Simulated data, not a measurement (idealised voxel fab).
process module | voxel double patterning
cross-section cut | 160 nm wide | cells 5 nm
A cross-section is a grid of square cells, given in bands from the top down. A band is one or more rows of cells.
Each band's line starts with the height of the band's top and of its bottom, in nm. Then come its materials from left to right, each with its width in nm. One material with "throughout" fills the band from edge to edge. "air" is empty space.
Height 0 is the level under which the wafer as received is all one material. The lowest band goes on downwards, as in "0 down".
A width such as "30 to 40" changes by the same amount from each row of cells to the next, from the band's top row to its bottom row.
"no change" after a step means that no cell of the cross-section changed.
closed voids: empty space of 8 cells or more with no open way to the top, each as width x height at its distance from the left edge, in nm
after a step's settings: what the simulator itself notes on the step
overlay nm, on a step with a mask: how far to the right of its planned place the mask lay; to the left if negative
plan
1 op RECEIVE | material Si
2 op CONFORMAL_DEP | material SiO2 | thk nm 5
3 op DIRECTIONAL_DEP | material TiN | thk nm 10
4 op DIRECTIONAL_DEP | material SiCN | thk nm 5
5 op PATTERN | tone open | mask id FIRST | material resist | width nm 15 | pitch nm 50 | thk nm 20 | overlay nm 0
6 op DIRECTIONAL_ETCH | etch materials SiCN | depth nm 5
7 op STRIP | etch materials resist
8 op PATTERN | tone open | mask id SECOND | material resist | width nm 15 | thk nm 20 | overlay nm 0
9 op DIRECTIONAL_ETCH | etch materials SiCN | depth nm 5
10 op STRIP | etch materials resist
11 op DIRECTIONAL_ETCH | etch materials TiN | depth nm 10
12 op STRIP | etch materials SiCN
as received, after step 1
  0 down: Si throughout
  closed voids: none
a wafer at the end: this start, this plan, one mistake
  15 to 5: TiN 45 | air 15 | TiN 5 | air 25 | TiN 5 | air 15 | TiN 50
  5 to 0: SiO2 throughout
  0 down: Si throughout
  closed voids: none
what went wrong: step 8 ran as: op PATTERN | tone open | mask id SECOND | material resist | width nm 25 | thk nm 20 | overlay nm 0
